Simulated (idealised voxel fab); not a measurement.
Process module under the name voxel self aligned contacts
Each square cell in cross-section cut measures 5 nm, and the section as a whole is 225 nm wide.
Cross-section layout: square cells on a grid; listed as bands, top to bottom; a band spans one or more cell rows. Basically the band line says how high the top is and how high the bottom is, in nm, and then what's in it from left to right, every material with its width in nm. Empty space shows up as "air", and if a single material carries "everywhere" it runs the full band edge to edge. Heads up on the height convention: 0 is the point under which the incoming wafer is all one material, and the lowest band has no bottom, it just keeps going down, like "0 nm and below". Width: "30 to 40" (first number = top row, second number = bottom row, same change from row to row of cells). For the purposes of this document, the phrase "same as before" attached to a step denotes that no cell within the cross-section was modified by that step. Entry "Enclosed void listing". Content: empty spaces with no open connection to the top, size 8 cells or greater. Each: width x height at distance. Distance: from left edge. Unit: nm. Post-settings text on a step line: simulator's own remark regarding the step. overlay nm: step with mask; distance mask lay right of planned place; negative value = left of planned place.

## Planned step list for the process
1) RECEIVE [material Si]
2) OXIDIZE [depth nm 5]
3) DIRECTIONAL_DEP [material polySi] [thk nm 30]
4) DIRECTIONAL_DEP [material SiN] [thk nm 20]
5) PATTERN [tone cover] [mask id GATE] [material resist] [width nm 35] [pitch nm 70] [thk nm 20] [overlay nm 0]
6) DIRECTIONAL_ETCH [etch materials SiN] [depth nm 20]
7) DIRECTIONAL_ETCH [etch materials polySi] [depth nm 30]
8) STRIP [etch materials resist]
9) CONFORMAL_DEP [material SiN] [thk nm 5]
10) DIRECTIONAL_ETCH [etch materials SiN] [depth nm 5]
11) FILL_DEP [material SiO2] [thk nm 20]
12) CMP [height nm 60]
13) DIRECTIONAL_DEP [material aC] [thk nm 10]
14) PATTERN [tone open] [mask id CONTACT] [material resist] [width nm 55] [pitch nm 70] [thk nm 25] [overlay nm -15]
15) DIRECTIONAL_ETCH [etch materials aC] [depth nm 10]
16) STRIP [etch materials resist]
17) DIRECTIONAL_ETCH [etch materials SiO2] [depth nm 65]
18) STRIP [etch materials aC]
19) CONFORMAL_DEP [material TiN] [thk nm 5]
20) FILL_DEP [material W] [thk nm 5]
21) CMP [height nm 60]
22) CONFORMAL_DEP [material SiN] [thk nm 5]
Among the wafers covered here, the point of difference is the overlay nm at step 14; their starting state is shared, and the plan presents the value of the first wafer.

## As received, i.e. after step 1: cross-section through the first of several wafers
  0 nm and below  Si everywhere
  Enclosed void listing: none

## Per wafer (row), end of module: delta in cells per material since receipt, (+) for gained, (-) for lost; closed voids after that
overlay nm -15; -45 Si; +189 SiN; +161 SiO2; +70 TiN; +84 W; +126 polySi; Enclosed void listing: none
overlay nm -10; -45 Si; +189 SiN; +161 SiO2; +70 TiN; +84 W; +126 polySi; Enclosed void listing: none
overlay nm -5; -45 Si; +189 SiN; +161 SiO2; +70 TiN; +84 W; +126 polySi; Enclosed void listing: none
overlay nm 0; -45 Si; +189 SiN; +161 SiO2; +70 TiN; +84 W; +126 polySi; Enclosed void listing: none
overlay nm 5; -45 Si; +189 SiN; +161 SiO2; +70 TiN; +84 W; +126 polySi; Enclosed void listing: none
overlay nm 10; -45 Si; +189 SiN; +161 SiO2; +70 TiN; +84 W; +126 polySi; Enclosed void listing: none
overlay nm 15; -45 Si; +189 SiN; +161 SiO2; +70 TiN; +84 W; +126 polySi; Enclosed void listing: none
